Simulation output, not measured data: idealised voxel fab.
The process module that follows is named voxel ribs on slabs.
This is section cut - it's 180 nm across, gridded in 5 nm square cells.
We lay out every cross-section as a grid of square cells and spell it out in bands from the top down, where one band means one or more rows of cells. A band entry consists of two parts. The first gives the height of the band's top and the height of its bottom, in nm. The rest lists the band's materials from left to right, each with its width in nm. A single material labelled with the word "everywhere" fills the band from edge to edge, and the word "blank" marks empty space. Where do heights start? At 0: under that level the wafer as delivered is made of one material only. And the lowest band has no floor; it just carries on downward, as in "0..down". It should be noted that a width expressed as "30..40" varies in equal increments from row to row of cells within the band, taking the value of the first number at the top row and that of the second number at the bottom row. "nothing was modified", as given for a step, is the statement that not any cell of the cross-section underwent a change during that step. Empty spaces without an open route to the top, at least 8 cells in extent, make up the entry "Non-vented voids"; each is given as width x height at distance, where the distance is measured from the left edge, and all are in nm. Text after the settings on a step's line: the simulator's own remark on that step. The setting "overlay nm" may be written on the line of a step. When the step uses a mask, the value reports how far to the right of the planned place the mask lay, and a negative value reports that it lay to the left.

The steps planned for the process are as follows:
| 1 | RECEIVE,material Si |
| 2 | DIRECTIONAL_DEP,material SiO2,thk nm 25 |
| 3 | DIRECTIONAL_DEP,material polySi,thk nm 15 |
| 4 | DIRECTIONAL_DEP,material aC,thk nm 10 |
| 5 | PATTERN,tone cover,mask id RIB,material resist,width nm 20,thk nm 30,overlay nm 0 |
| 6 | DIRECTIONAL_ETCH,etch materials aC,depth nm 10 |
| 7 | STRIP,etch materials resist |
| 8 | DIRECTIONAL_ETCH,etch materials polySi,depth nm 10 |
| 9 | STRIP,etch materials aC |
| 10 | PATTERN,tone cover,mask id SLAB,material resist,width nm 70,thk nm 15,overlay nm 0 |
| 11 | DIRECTIONAL_ETCH,etch materials polySi,depth nm 5 |
| 12 | STRIP,etch materials resist |
| 13 | FILL_DEP,material SiO2,thk nm 25 |
| 14 | CMP,height nm 55 |
| 15 | DIRECTIONAL_DEP,material TiN,thk nm 10 |
| 16 | PATTERN,tone cover,mask id HEATER,material resist,width nm 30,thk nm 15,overlay nm 0 |
| 17 | DIRECTIONAL_ETCH,etch materials TiN,depth nm 10 |
| 18 | STRIP,etch materials resist |
| 19 | CONFORMAL_DEP,material SiN,thk nm 5 |

Cross-section of the incoming wafer, state after step 1:
    0..down  Si everywhere
    Non-vented voids: none

First of two wafers: cross-section at end of module, run per plan:
    70..65  blank 70  SiN 40  blank 70
    65..60  blank 70  SiN 5  TiN 30  SiN 5  blank 70
    60..55  SiN 75  TiN 30  SiN 75
    55..40  SiO2 everywhere
    40..30  SiO2 80  polySi 20  SiO2 80
    30..25  SiO2 55  polySi 70  SiO2 55
    25..0  SiO2 everywhere
    0..down  Si everywhere
    Non-vented voids: none

Cross-section of the latter of the two wafers at module completion. It had an identical start and an identical plan to the former; in running it, one mistake was made:
    70..65  blank 70  SiN 40  blank 70
    65..60  blank 70  SiN 5  TiN 30  SiN 5  blank 70
    60..55  SiN 75  TiN 30  SiN 75
    55..40  SiO2 everywhere
    40..25  TiN everywhere
    25..0  SiO2 everywhere
    0..down  Si everywhere
    Non-vented voids: none
Processing error: for step 3, the planned setting was not used; the step was instead run as DIRECTIONAL_DEP,material TiN,thk nm 15
Cell-count delta at end, second wafer over first, by material: -86 SiO2 | +108 TiN | -22 polySi
